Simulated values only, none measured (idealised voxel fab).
process module | voxel trench capacitor
cross-section cut | 145 nm wide | cells 5 nm
A cross-section is a grid of square cells, given in bands from the top down. A band is one or more rows of cells.
Each band's line starts with the height of the band's top and of its bottom, in nm. Then come its materials from left to right, each with its width in nm. One material with "throughout" fills the band from edge to edge. "air" is empty space.
Height 0 is the level under which the wafer as received is all one material. The lowest band goes on downwards, as in "0 down".
A width such as "30 to 40" changes by the same amount from each row of cells to the next, from the band's top row to its bottom row.
"no change" after a step means that no cell of the cross-section changed.
closed voids: empty space of 8 cells or more with no open way to the top, each as width x height at its distance from the left edge, in nm
after a step's settings: what the simulator itself notes on the step
overlay nm, on a step with a mask: how far to the right of its planned place the mask lay; to the left if negative
plan
1 op RECEIVE | material Si
2 op CONFORMAL_DEP | material SiN | thk nm 10
3 op MASKED_ETCH | tone open | mask id TRENCH | width nm 30 | pitch nm 45 | etch materials SiN | depth nm 10 | overlay nm 0
4 op MASKED_ETCH | tone open | mask id TRENCH | width nm 30 | pitch nm 45 | etch materials Si | depth nm 40 | overlay nm 0
5 op CONFORMAL_DEP | material HfO2 | thk nm 5
6 op CONFORMAL_DEP | material TiN | thk nm 5
7 op FILL_DEP | material W | thk nm 10
8 op CMP | height nm 10
as received, after step 1
  0 down: Si throughout
  closed voids: none
a wafer at the end: this start, this plan, one mistake
  10 to 5: TiN 30 | HfO2 5 | SiN 30 | HfO2 5 | TiN 5 | HfO2 5 | SiN 30 | HfO2 5 | TiN 30
  5 to 0: HfO2 35 | SiN 30 | HfO2 15 | SiN 30 | HfO2 35
  0 down: Si throughout
  closed voids: none
what went wrong: step 3 ran as: op MASKED_ETCH | tone cover | mask id TRENCH | width nm 30 | pitch nm 45 | etch materials SiN | depth nm 10 | overlay nm 0
